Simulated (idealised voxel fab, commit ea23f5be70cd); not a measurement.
process module | voxel capacitor over wiring
cross-section cut | 280 nm wide | cells 5 nm
A cross-section is a grid of square cells, given in bands from the top down. A band is one or more rows of cells.
Each band's line starts with the height of the band's top and of its bottom, in nm. Then come its materials from left to right, each with its width in nm. One material with "throughout" fills the band from edge to edge. "air" is empty space.
Height 0 is the level under which the wafer as received is all one material. The lowest band goes on downwards, as in "0 down".
A width such as "30 to 40" changes by the same amount from each row of cells to the next, from the band's top row to its bottom row.
"no change" after a step means that no cell of the cross-section changed.
closed voids: empty space of 8 cells or more with no open way to the top, each as width x height at its distance from the left edge, in nm
after a step's settings: what the simulator itself notes on the step
overlay nm, on a step with a mask: how far to the right of its planned place the mask lay; to the left if negative
plan
1 op RECEIVE | material Si
2 op CONFORMAL_DEP | material SiO2 | thk nm 15
3 op CONFORMAL_DEP | material SiCN | thk nm 5
4 op DIRECTIONAL_DEP | material lowk | thk nm 15
5 op MASKED_ETCH | tone open | mask id METAL_1 | width nm 25 | pitch nm 90 | etch materials lowk | depth nm 15 | overlay nm 0
6 op MASKED_ETCH | tone open | mask id METAL_1 | width nm 25 | pitch nm 90 | etch materials SiCN | depth nm 5 | overlay nm 0
7 op CONFORMAL_DEP | material TiN | thk nm 5
8 op FILL_DEP | material Cu | thk nm 5
9 op CMP | height nm 35
10 op CONFORMAL_DEP | material SiCN | thk nm 5
11 op DIRECTIONAL_DEP | material SiO2 | thk nm 20
12 op MASKED_ETCH | tone open | mask id PLUG_1 | width nm 15 | etch materials SiO2 | depth nm 20 | overlay nm 0
13 op MASKED_ETCH | tone open | mask id PLUG_1 | width nm 15 | etch materials SiCN | depth nm 5 | overlay nm 0
14 op EPI | material Ru | thk nm 10
15 op EPI | material Ru | thk nm 10
16 op EPI | material Ru | thk nm 5
17 op DIRECTIONAL_DEP | material TiN | thk nm 10
18 op DIRECTIONAL_DEP | material Al2O3 | thk nm 5
19 op DIRECTIONAL_DEP | material TiN | thk nm 5
20 op PATTERN | tone cover | mask id UPPER_PLATE | material resist | width nm 70 | thk nm 15 | overlay nm 0
21 op DIRECTIONAL_ETCH | etch materials TiN | depth nm 5
22 op DIRECTIONAL_ETCH | etch materials Al2O3 | depth nm 5
23 op STRIP | etch materials resist
24 op MASKED_ETCH | tone cover | mask id LOWER_PLATE | width nm 80 | etch materials TiN | depth nm 10 | overlay nm 0
25 op FILL_DEP | material SiO2 | thk nm 20
26 op CMP | height nm 95
27 op PATTERN | tone open | mask id PLUG_2 | material resist | width nm 15 | thk nm 20 | overlay nm 0
28 op DIRECTIONAL_ETCH | etch materials SiO2 | depth nm 15
29 op STRIP | etch materials resist
30 op CONFORMAL_DEP | material TiN | thk nm 5
31 op FILL_DEP | material W | thk nm 10
32 op CMP | height nm 95
33 op CONFORMAL_DEP | material SiCN | thk nm 5
first wafer, as planned
as received, after step 1
  0 down: Si throughout
  closed voids: none
after step 2
  15 to 0: SiO2 throughout
  below 0: unchanged
after step 3
  20 to 15: SiCN throughout
  below 15: unchanged
after step 4
  35 to 20: lowk throughout
  below 20: unchanged
after step 5
  35 to 20: lowk 80 | air 25 | lowk 65 | air 25 | lowk 85
  below 20: unchanged
after step 6
  35 to 20: lowk 80 | air 25 | lowk 65 | air 25 | lowk 85
  20 to 15: SiCN 80 | air 25 | SiCN 65 | air 25 | SiCN 85
  below 15: unchanged
after step 7
  40 to 35: TiN 85 | air 15 | TiN 75 | air 15 | TiN 90
  35 to 20: lowk 80 | TiN 5 | air 15 | TiN 5 | lowk 65 | TiN 5 | air 15 | TiN 5 | lowk 85
  20 to 15: SiCN 80 | TiN 25 | SiCN 65 | TiN 25 | SiCN 85
  below 15: unchanged
after step 8
  45 to 40: Cu throughout
  40 to 35: TiN 85 | Cu 15 | TiN 75 | Cu 15 | TiN 90
  35 to 20: lowk 80 | TiN 5 | Cu 15 | TiN 5 | lowk 65 | TiN 5 | Cu 15 | TiN 5 | lowk 85
  below 20: unchanged
after step 9
  35 to 20: lowk 80 | TiN 5 | Cu 15 | TiN 5 | lowk 65 | TiN 5 | Cu 15 | TiN 5 | lowk 85
  below 20: unchanged
after step 10
  40 to 35: SiCN throughout
  below 35: unchanged
after step 11
  60 to 40: SiO2 throughout
  below 40: unchanged
after step 12
  60 to 40: SiO2 90 | air 15 | SiO2 175
  below 40: unchanged
after step 13
  60 to 40: SiO2 90 | air 15 | SiO2 175
  40 to 35: SiCN 90 | air 15 | SiCN 175
  below 35: unchanged
after step 14
  60 to 45: SiO2 90 | air 15 | SiO2 175
  45 to 40: SiO2 90 | Ru 15 | SiO2 175
  40 to 35: SiCN 90 | Ru 15 | SiCN 175
  below 35: unchanged
after step 15
  60 to 55: SiO2 90 | air 15 | SiO2 175
  55 to 40: SiO2 90 | Ru 15 | SiO2 175
  below 40: unchanged
after step 16
  60 to 40: SiO2 90 | Ru 15 | SiO2 175
  below 40: unchanged
after step 17
  70 to 60: TiN throughout
  below 60: unchanged
after step 18
  75 to 70: Al2O3 throughout
  below 70: unchanged
after step 19
  80 to 75: TiN throughout
  below 75: unchanged
after step 20
  95 to 80: air 90 | resist 70 | air 120
  below 80: unchanged
after step 21
  95 to 80: air 90 | resist 70 | air 120
  80 to 75: air 90 | TiN 70 | air 120
  below 75: unchanged
after step 22
  95 to 80: air 90 | resist 70 | air 120
  80 to 75: air 90 | TiN 70 | air 120
  75 to 70: air 90 | Al2O3 70 | air 120
  below 70: unchanged
after step 23
  80 to 75: air 90 | TiN 70 | air 120
  below 75: unchanged
after step 24
  80 to 75: air 90 | TiN 70 | air 120
  75 to 70: air 90 | Al2O3 70 | air 120
  70 to 60: air 85 | TiN 80 | air 115
  below 60: unchanged
after step 25
  100 to 80: SiO2 throughout
  80 to 75: SiO2 90 | TiN 70 | SiO2 120
  75 to 70: SiO2 90 | Al2O3 70 | SiO2 120
  70 to 60: SiO2 85 | TiN 80 | SiO2 115
  below 60: unchanged
after step 26
  95 to 80: SiO2 throughout
  below 80: unchanged
after step 27
  115 to 95: resist 100 | air 15 | resist 165
  below 95: unchanged
after step 28
  115 to 95: resist 100 | air 15 | resist 165
  95 to 80: SiO2 100 | air 15 | SiO2 165
  below 80: unchanged
after step 29
  95 to 80: SiO2 100 | air 15 | SiO2 165
  below 80: unchanged
after step 30
  100 to 95: TiN 105 | air 5 | TiN 170
  95 to 85: SiO2 100 | TiN 5 | air 5 | TiN 5 | SiO2 165
  85 to 75: SiO2 100 to 90 | TiN 15 to 70 | SiO2 165 to 120
  below 75: unchanged
after step 31
  110 to 100: W throughout
  100 to 95: TiN 105 | W 5 | TiN 170
  95 to 85: SiO2 100 | TiN 5 | W 5 | TiN 5 | SiO2 165
  below 85: unchanged
after step 32
  95 to 85: SiO2 100 | TiN 5 | W 5 | TiN 5 | SiO2 165
  below 85: unchanged
after step 33
  100 to 95: SiCN throughout
  below 95: unchanged
second wafer: like start, like plan, one mistake. Through step 26 it matches the first wafer
when step 27 should have ended
  115 to 95: resist 110 | air 15 | resist 155
  below 95: unchanged
when step 28 should have ended
  115 to 95: resist 110 | air 15 | resist 155
  95 to 80: SiO2 110 | air 15 | SiO2 155
  below 80: unchanged
when step 29 should have ended
  95 to 80: SiO2 110 | air 15 | SiO2 155
  below 80: unchanged
when step 30 should have ended
  100 to 95: TiN 115 | air 5 | TiN 160
  95 to 85: SiO2 110 | TiN 5 | air 5 | TiN 5 | SiO2 155
  85 to 75: SiO2 110 to 90 | TiN 15 to 70 | SiO2 155 to 120
  below 75: unchanged
when step 31 should have ended
  110 to 100: W throughout
  100 to 95: TiN 115 | W 5 | TiN 160
  95 to 85: SiO2 110 | TiN 5 | W 5 | TiN 5 | SiO2 155
  below 85: unchanged
when step 32 should have ended
  95 to 85: SiO2 110 | TiN 5 | W 5 | TiN 5 | SiO2 155
  below 85: unchanged
when step 33 should have ended
  100 to 95: SiCN throughout
  below 95: unchanged
what went wrong: step 27 ran as: op PATTERN | tone open | mask id PLUG_2 | material resist | width nm 15 | thk nm 20 | overlay nm 10
at the end the second wafer has, in cells: as many of each material as the first, in other places
